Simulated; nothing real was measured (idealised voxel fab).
process module | voxel tone inversion
cross-section cut | 220 nm wide | cells 5 nm
A cross-section is a grid of square cells, given in bands from the top down. A band is one or more rows of cells.
Each band's line starts with the height of the band's top and of its bottom, in nm. Then come its materials from left to right, each with its width in nm. One material with "throughout" fills the band from edge to edge. "air" is empty space.
Height 0 is the level under which the wafer as received is all one material. The lowest band goes on downwards, as in "0 down".
A width such as "30 to 40" changes by the same amount from each row of cells to the next, from the band's top row to its bottom row.
"no change" after a step means that no cell of the cross-section changed.
closed voids: empty space of 8 cells or more with no open way to the top, each as width x height at its distance from the left edge, in nm
after a step's settings: what the simulator itself notes on the step
overlay nm, on a step with a mask: how far to the right of its planned place the mask lay; to the left if negative
plan
1 op RECEIVE | material Si
2 op CONFORMAL_DEP | material SiN | thk nm 10
3 op DIRECTIONAL_DEP | material polySi | thk nm 15
4 op PATTERN | tone cover | mask id POSTS | material resist | width nm 25 | pitch nm 40 | thk nm 20 | overlay nm 0
5 op DIRECTIONAL_ETCH | etch materials polySi | depth nm 15
6 op STRIP | etch materials resist
7 op FILL_DEP | material SiO2 | thk nm 10
8 op CMP | height nm 25
9 op STRIP | etch materials polySi
first wafer, as planned
as received, after step 1
  0 down: Si throughout
  closed voids: none
after step 2
  10 to 0: SiN throughout
  below 0: unchanged
after step 3
  25 to 10: polySi throughout
  below 10: unchanged
after step 4
  45 to 25: air 55 | resist 25 | air 15 | resist 25 | air 15 | resist 25 | air 60
  below 25: unchanged
after step 5
  45 to 25: air 55 | resist 25 | air 15 | resist 25 | air 15 | resist 25 | air 60
  25 to 10: air 55 | polySi 25 | air 15 | polySi 25 | air 15 | polySi 25 | air 60
  below 10: unchanged
after step 6
  25 to 10: air 55 | polySi 25 | air 15 | polySi 25 | air 15 | polySi 25 | air 60
  below 10: unchanged
after step 7
  35 to 25: SiO2 throughout
  25 to 10: SiO2 55 | polySi 25 | SiO2 15 | polySi 25 | SiO2 15 | polySi 25 | SiO2 60
  below 10: unchanged
after step 8
  25 to 10: SiO2 55 | polySi 25 | SiO2 15 | polySi 25 | SiO2 15 | polySi 25 | SiO2 60
  below 10: unchanged
after step 9
  25 to 10: SiO2 55 | air 25 | SiO2 15 | air 25 | SiO2 15 | air 25 | SiO2 60
  below 10: unchanged
second wafer: like start, like plan, one mistake. Through step 7 it matches the first wafer
when step 8 should have ended
  15 to 10: SiO2 55 | polySi 25 | SiO2 15 | polySi 25 | SiO2 15 | polySi 25 | SiO2 60
  below 10: unchanged
when step 9 should have ended
  15 to 10: SiO2 55 | air 25 | SiO2 15 | air 25 | SiO2 15 | air 25 | SiO2 60
  below 10: unchanged
what went wrong: step 8 ran as: op CMP | height nm 15
at the end the second wafer has, in cells: 58 fewer of SiO2
